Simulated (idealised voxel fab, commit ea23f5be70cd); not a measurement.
process module | voxel ribs on slabs
cross-section cut | 215 nm wide | cells 5 nm
A cross-section is a grid of square cells, given in bands from the top down. A band is one or more rows of cells.
Each band's line starts with the height of the band's top and of its bottom, in nm. Then come its materials from left to right, each with its width in nm. One material with "throughout" fills the band from edge to edge. "air" is empty space.
Height 0 is the level under which the wafer as received is all one material. The lowest band goes on downwards, as in "0 down".
A width such as "30 to 40" changes by the same amount from each row of cells to the next, from the band's top row to its bottom row.
"no change" after a step means that no cell of the cross-section changed.
closed voids: empty space of 8 cells or more with no open way to the top, each as width x height at its distance from the left edge, in nm
after a step's settings: what the simulator itself notes on the step
overlay nm, on a step with a mask: how far to the right of its planned place the mask lay; to the left if negative
plan
1 op RECEIVE | material Si
2 op DIRECTIONAL_DEP | material SiO2 | thk nm 20
3 op DIRECTIONAL_DEP | material SiN | thk nm 25
4 op MASKED_ETCH | tone cover | mask id RIB | width nm 30 | etch materials SiN | depth nm 10 | overlay nm 0
5 op DIRECTIONAL_DEP | material aC | thk nm 15
6 op PATTERN | tone cover | mask id SLAB | material resist | width nm 60 | thk nm 30 | overlay nm 0
7 op DIRECTIONAL_ETCH | etch materials aC | depth nm 15
8 op STRIP | etch materials resist
9 op DIRECTIONAL_ETCH | etch materials SiN | depth nm 15
10 op STRIP | etch materials aC
11 op FILL_DEP | material SiO2 | thk nm 20
12 op CMP | height nm 55
13 op DIRECTIONAL_DEP | material TiN | thk nm 5
14 op PATTERN | tone cover | mask id HEATER | material resist | width nm 40 | thk nm 15 | overlay nm 0
15 op DIRECTIONAL_ETCH | etch materials TiN | depth nm 5
16 op STRIP | etch materials resist
17 op CONFORMAL_DEP | material SiO2 | thk nm 10
as received, after step 1
  0 down: Si throughout
  closed voids: none
a wafer at the end: this start, this plan, one mistake
  60 to 55: air 85 | TiN 40 | air 90
  55 to 45: SiO2 throughout
  45 to 35: SiO2 90 | SiN 30 | SiO2 95
  35 to 20: SiO2 75 | SiN 60 | SiO2 80
  20 to 0: SiO2 throughout
  0 down: Si throughout
  closed voids: none
what went wrong: step 17 was left out
